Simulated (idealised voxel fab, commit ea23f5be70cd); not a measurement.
process module | voxel ribs on slabs
cross-section cut | 260 nm wide | cells 5 nm
A cross-section is a grid of square cells, given in bands from the top down. A band is one or more rows of cells.
Each band's line starts with the height of the band's top and of its bottom, in nm. Then come its materials from left to right, each with its width in nm. One material with "throughout" fills the band from edge to edge. "air" is empty space.
Height 0 is the level under which the wafer as received is all one material. The lowest band goes on downwards, as in "0 down".
A width such as "30 to 40" changes by the same amount from each row of cells to the next, from the band's top row to its bottom row.
"no change" after a step means that no cell of the cross-section changed.
closed voids: empty space of 8 cells or more with no open way to the top, each as width x height at its distance from the left edge, in nm
after a step's settings: what the simulator itself notes on the step
overlay nm, on a step with a mask: how far to the right of its planned place the mask lay; to the left if negative
plan
1 op RECEIVE | material Si
2 op DIRECTIONAL_DEP | material SiO2 | thk nm 25
3 op DIRECTIONAL_DEP | material polySi | thk nm 25
4 op MASKED_ETCH | tone cover | mask id RIB | width nm 25 | etch materials polySi | depth nm 20 | overlay nm 0
5 op PATTERN | tone cover | mask id SLAB | material resist | width nm 65 | thk nm 20 | overlay nm 0
6 op DIRECTIONAL_ETCH | etch materials polySi | depth nm 5
7 op STRIP | etch materials resist
8 op FILL_DEP | material SiO2 | thk nm 30
9 op CMP | height nm 70
10 op DIRECTIONAL_DEP | material TiN | thk nm 5
11 op DIRECTIONAL_DEP | material aC | thk nm 15
12 op PATTERN | tone cover | mask id HEATER | material resist | width nm 35 | thk nm 35 | overlay nm 0
13 op DIRECTIONAL_ETCH | etch materials aC | depth nm 15
14 op STRIP | etch materials resist
15 op DIRECTIONAL_ETCH | etch materials TiN | depth nm 5
16 op STRIP | etch materials aC
17 op CONFORMAL_DEP | material SiO2 | thk nm 10
as received, after step 1
  0 down: Si throughout
  closed voids: none
first wafer at the end, as planned
  85 to 80: air 100 | SiO2 55 | air 105
  80 to 75: SiO2 throughout
  75 to 70: SiO2 110 | TiN 35 | SiO2 115
  70 to 50: SiO2 throughout
  50 to 30: SiO2 115 | polySi 25 | SiO2 120
  30 to 25: SiO2 95 | polySi 65 | SiO2 100
  25 to 0: SiO2 throughout
  0 down: Si throughout
  closed voids: none
second wafer at the end: like start, like plan, one mistake
  85 to 80: air 100 | SiO2 55 | air 105
  80 to 75: SiO2 throughout
  75 to 70: SiO2 110 | TiN 35 | SiO2 115
  70 to 45: SiO2 throughout
  45 to 30: SiO2 115 | polySi 25 | SiO2 120
  30 to 25: polySi 95 | SiO2 20 | polySi 25 | SiO2 20 | polySi 100
  25 to 0: SiO2 throughout
  0 down: Si throughout
  closed voids: none
what went wrong: step 5 ran as: op PATTERN | tone open | mask id SLAB | material resist | width nm 65 | thk nm 20 | overlay nm 0
at the end the second wafer has, in cells: 26 fewer of SiO2 | 26 more of polySi
